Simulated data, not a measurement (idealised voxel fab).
The following process module bears the name voxel ribs on slabs.
Xsec cut, 205 nm wide, square cell size 5 nm.
Square cells in a grid make up a cross-section in this document, and the grid is given as bands, listed from the top down, each one or more rows of cells. This entry defines a band. It first specifies the height of the band's top and the height of its bottom in nm, and then specifies the band's materials from left to right, stating each material with its width in nm. The word "throughout" identifies a single material that fills the band from edge to edge, while the word "empty" identifies empty space. We count height from 0. Below that, the starting wafer is all one material. The lowest band never ends at the bottom but goes on down; see "z 0 and below" for how that is written. The two numbers in a width such as "30..40" mark its ends across the band: the first belongs to the top row of cells, the second to the bottom row, and from each row to the next the width moves by the same amount. What does "no modifications" mean for a step? It means no cell of the cross-section changed in that step. Heads up: "Trapped voids" only lists the empty pockets with no open path to the top that are 8 cells or more, and it writes them as width x height at distance, distance from the left edge, in nm. Past the settings on a step's line: simulator remark, on that step. The line of a step may include "overlay nm". On a step with a mask, this value is how far to the right of its planned place the mask lay. A negative value means the mask lay to the left.
## Intended process steps
1,RECEIVE,material Si
2,DIRECTIONAL_DEP,material SiO2,thk nm 25
3,DIRECTIONAL_DEP,material SiN,thk nm 15
4,DIRECTIONAL_DEP,material aC,thk nm 15
5,PATTERN,tone cover,mask id RIB,material resist,width nm 20,thk nm 30,overlay nm 0
6,DIRECTIONAL_ETCH,etch materials aC,depth nm 15
7,STRIP,etch materials resist
8,DIRECTIONAL_ETCH,etch materials SiN,depth nm 5
9,STRIP,etch materials aC
10,MASKED_ETCH,tone cover,mask id SLAB,width nm 70,etch materials SiN,depth nm 10,overlay nm 0
11,FILL_DEP,material SiO2,thk nm 25
12,CMP,height nm 55
13,DIRECTIONAL_DEP,material TiN,thk nm 5
14,PATTERN,tone cover,mask id HEATER,material resist,width nm 30,thk nm 15,overlay nm 0
15,DIRECTIONAL_ETCH,etch materials TiN,depth nm 5
16,STRIP,etch materials resist
17,CONFORMAL_DEP,material SiO2,thk nm 10
For clarity, it should be stated that the wafers under discussion commence in an identical condition and differ with respect to the width nm of step 10, the plan indicating the value that the first wafer had.
## Cross-section: the first of several wafers in its as-received state, i.e. following step 1
    z 0 and below | Si throughout
    Trapped voids: none
## Cross-section of the first of several wafers, taken after step 17, where the module ends
    z 70 to 65 | empty=75, SiO2=50, empty=80
    z 65 to 60 | SiO2 throughout
    z 60 to 55 | SiO2=85, TiN=30, SiO2=90
    z 55 to 40 | SiO2 throughout
    z 40 to 35 | SiO2=90, SiN=20, SiO2=95
    z 35 to 25 | SiO2=65, SiN=70, SiO2=70
    z 25 to 0 | SiO2 throughout
    z 0 and below | Si throughout
    Trapped voids: none
## Last wafer of the set, cross-sectioned at end of module
    z 70 to 65 | empty=75, SiO2=50, empty=80
    z 65 to 60 | SiO2 throughout
    z 60 to 55 | SiO2=85, TiN=30, SiO2=90
    z 55 to 40 | SiO2 throughout
    z 40 to 35 | SiO2=90, SiN=20, SiO2=95
    z 35 to 25 | SiO2=55, SiN=95, SiO2=55
    z 25 to 0 | SiO2 throughout
    z 0 and below | Si throughout
    Trapped voids: none
## The table below has one row for each wafer; a row shows, as of the end of the module, how many cells of each material the wafer has gained, marked (+), or lost, marked (-), since it was received, and then the wafer's closed voids
width nm 70, +32 SiN, +505 SiO2, +6 TiN, Trapped voids: none
width nm 75, +34 SiN, +503 SiO2, +6 TiN, Trapped voids: none
width nm 80, +36 SiN, +501 SiO2, +6 TiN, Trapped voids: none
width nm 85, +38 SiN, +499 SiO2, +6 TiN, Trapped voids: none
width nm 90, +40 SiN, +497 SiO2, +6 TiN, Trapped voids: none
width nm 95, +42 SiN, +495 SiO2, +6 TiN, Trapped voids: none
